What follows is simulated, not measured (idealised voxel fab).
process module | voxel tone inversion
cross-section cut | 225 nm wide | cells 5 nm
A cross-section is a grid of square cells, given in bands from the top down. A band is one or more rows of cells.
Each band's line starts with the height of the band's top and of its bottom, in nm. Then come its materials from left to right, each with its width in nm. One material with "throughout" fills the band from edge to edge. "air" is empty space.
Height 0 is the level under which the wafer as received is all one material. The lowest band goes on downwards, as in "0 down".
A width such as "30 to 40" changes by the same amount from each row of cells to the next, from the band's top row to its bottom row.
"no change" after a step means that no cell of the cross-section changed.
closed voids: empty space of 8 cells or more with no open way to the top, each as width x height at its distance from the left edge, in nm
after a step's settings: what the simulator itself notes on the step
overlay nm, on a step with a mask: how far to the right of its planned place the mask lay; to the left if negative
plan
1 op RECEIVE | material Si
2 op CONFORMAL_DEP | material SiCN | thk nm 5
3 op DIRECTIONAL_DEP | material polySi | thk nm 15
4 op PATTERN | tone cover | mask id POSTS | material resist | width nm 25 | pitch nm 50 | thk nm 20 | overlay nm 0
5 op DIRECTIONAL_ETCH | etch materials polySi | depth nm 15
6 op STRIP | etch materials resist
7 op FILL_DEP | material lowk | thk nm 10
8 op CMP | height nm 20
9 op STRIP | etch materials polySi
first wafer, as planned
as received, after step 1
  0 down: Si throughout
  closed voids: none
after step 2
  5 to 0: SiCN throughout
  below 0: unchanged
after step 3
  20 to 5: polySi throughout
  below 5: unchanged
after step 4
  40 to 20: air 25 | resist 25 | air 25 | resist 25 | air 25 | resist 25 | air 25 | resist 25 | air 25
  below 20: unchanged
after step 5
  40 to 20: air 25 | resist 25 | air 25 | resist 25 | air 25 | resist 25 | air 25 | resist 25 | air 25
  20 to 5: air 25 | polySi 25 | air 25 | polySi 25 | air 25 | polySi 25 | air 25 | polySi 25 | air 25
  below 5: unchanged
after step 6
  20 to 5: air 25 | polySi 25 | air 25 | polySi 25 | air 25 | polySi 25 | air 25 | polySi 25 | air 25
  below 5: unchanged
after step 7
  30 to 20: lowk throughout
  20 to 5: lowk 25 | polySi 25 | lowk 25 | polySi 25 | lowk 25 | polySi 25 | lowk 25 | polySi 25 | lowk 25
  below 5: unchanged
after step 8
  20 to 5: lowk 25 | polySi 25 | lowk 25 | polySi 25 | lowk 25 | polySi 25 | lowk 25 | polySi 25 | lowk 25
  below 5: unchanged
after step 9
  20 to 5: lowk 25 | air 25 | lowk 25 | air 25 | lowk 25 | air 25 | lowk 25 | air 25 | lowk 25
  below 5: unchanged
second wafer: like start, like plan, one mistake. Through step 3 it matches the first wafer
when step 4 should have ended
  40 to 20: resist 25 | air 25 | resist 25 | air 25 | resist 25 | air 25 | resist 25 | air 25 | resist 25
  below 20: unchanged
when step 5 should have ended
  40 to 20: resist 25 | air 25 | resist 25 | air 25 | resist 25 | air 25 | resist 25 | air 25 | resist 25
  20 to 5: polySi 25 | air 25 | polySi 25 | air 25 | polySi 25 | air 25 | polySi 25 | air 25 | polySi 25
  below 5: unchanged
when step 6 should have ended
  20 to 5: polySi 25 | air 25 | polySi 25 | air 25 | polySi 25 | air 25 | polySi 25 | air 25 | polySi 25
  below 5: unchanged
when step 7 should have ended
  30 to 20: lowk throughout
  20 to 5: polySi 25 | lowk 25 | polySi 25 | lowk 25 | polySi 25 | lowk 25 | polySi 25 | lowk 25 | polySi 25
  below 5: unchanged
when step 8 should have ended
  20 to 5: polySi 25 | lowk 25 | polySi 25 | lowk 25 | polySi 25 | lowk 25 | polySi 25 | lowk 25 | polySi 25
  below 5: unchanged
when step 9 should have ended
  20 to 5: air 25 | lowk 25 | air 25 | lowk 25 | air 25 | lowk 25 | air 25 | lowk 25 | air 25
  below 5: unchanged
what went wrong: step 4 ran as: op PATTERN | tone open | mask id POSTS | material resist | width nm 25 | pitch nm 50 | thk nm 20 | overlay nm 0
at the end the second wafer has, in cells: 15 fewer of lowk
